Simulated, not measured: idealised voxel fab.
A process module follows: voxel fin reveal.
Section shown: cut. Width: 205 nm. Cell size: 5 nm, square.
Just so we're on the same page, the cross-sections are grids of square cells, and they're listed out in bands top to bottom, each band one or more rows deep.
Each band's line starts with the height of the band's top and of its bottom, in nm. Then come its materials from left to right, each with its width in nm. One material with "full width" fills the band from edge to edge. "air" is empty space.
Where do heights start? At 0: under that level the wafer as delivered is made of one material only. And the lowest band has no floor; it just carries on downward, as in "top 0, no bottom".
When a width is written as two numbers, as in "30..40", the first number is the width in the top row of cells of the band and the second is the width in its bottom row, and the width changes by the same amount from each row to the next.
Step marked "remained unchanged"? Then no cell in the cross-section changed in it.
"Fully sealed voids": empty spaces of 8 cells or more with no open way to the top, each given as width x height at distance, distance from the left edge, all in nm.
after a step's settings: what the simulator itself notes on the step
overlay nm: on a step with a mask, how far right of its planned place the mask lay; negative means left.
**Planned process steps**
1,op RECEIVE | material Si
2,op CONFORMAL_DEP | material SiN | thk nm 5
3,op DIRECTIONAL_DEP | material aC | thk nm 15
4,op PATTERN | tone cover | mask id FINS | material resist | width nm 15 | pitch nm 40 | thk nm 30 | overlay nm -15
5,op DIRECTIONAL_ETCH | etch materials aC | depth nm 15
6,op STRIP | etch materials resist
7,op DIRECTIONAL_ETCH | etch materials SiN | depth nm 5
8,op DIRECTIONAL_ETCH | etch materials Si | depth nm 40
9,op STRIP | etch materials aC
10,op OXIDIZE | depth nm 5
11,op FILL_DEP | material SiO2 | thk nm 15
12,op CMP | height nm 5
13,op SELECTIVE_ETCH | etch materials SiO2 | depth nm 30
14,op STRIP | etch materials SiN
15,op CONFORMAL_DEP | material HfO2 | thk nm 5
It is noted that the wafers described herein are identical at the outset and are distinguished by the overlay nm of step 4; the value stated in the plan corresponds to the first wafer.
**Cross-section, first of several wafers, as delivered after step 1**
top 0, no bottom  Si full width
Fully sealed voids: none
**Below: a row per wafer. Contents at end of module: for every material, cells gained since receipt (+) or lost since receipt (-); then closed voids**
overlay nm -15, +71 HfO2, -342 Si, +152 SiO2, Fully sealed voids: none
overlay nm -10, +71 HfO2, -342 Si, +152 SiO2, Fully sealed voids: none
overlay nm -5, +71 HfO2, -342 Si, +152 SiO2, Fully sealed voids: none
overlay nm 0, +71 HfO2, -342 Si, +152 SiO2, Fully sealed voids: none
overlay nm 5, +71 HfO2, -342 Si, +152 SiO2, Fully sealed voids: none
overlay nm 10, +71 HfO2, -342 Si, +152 SiO2, Fully sealed voids: none
overlay nm 15, +71 HfO2, -342 Si, +152 SiO2, Fully sealed voids: none
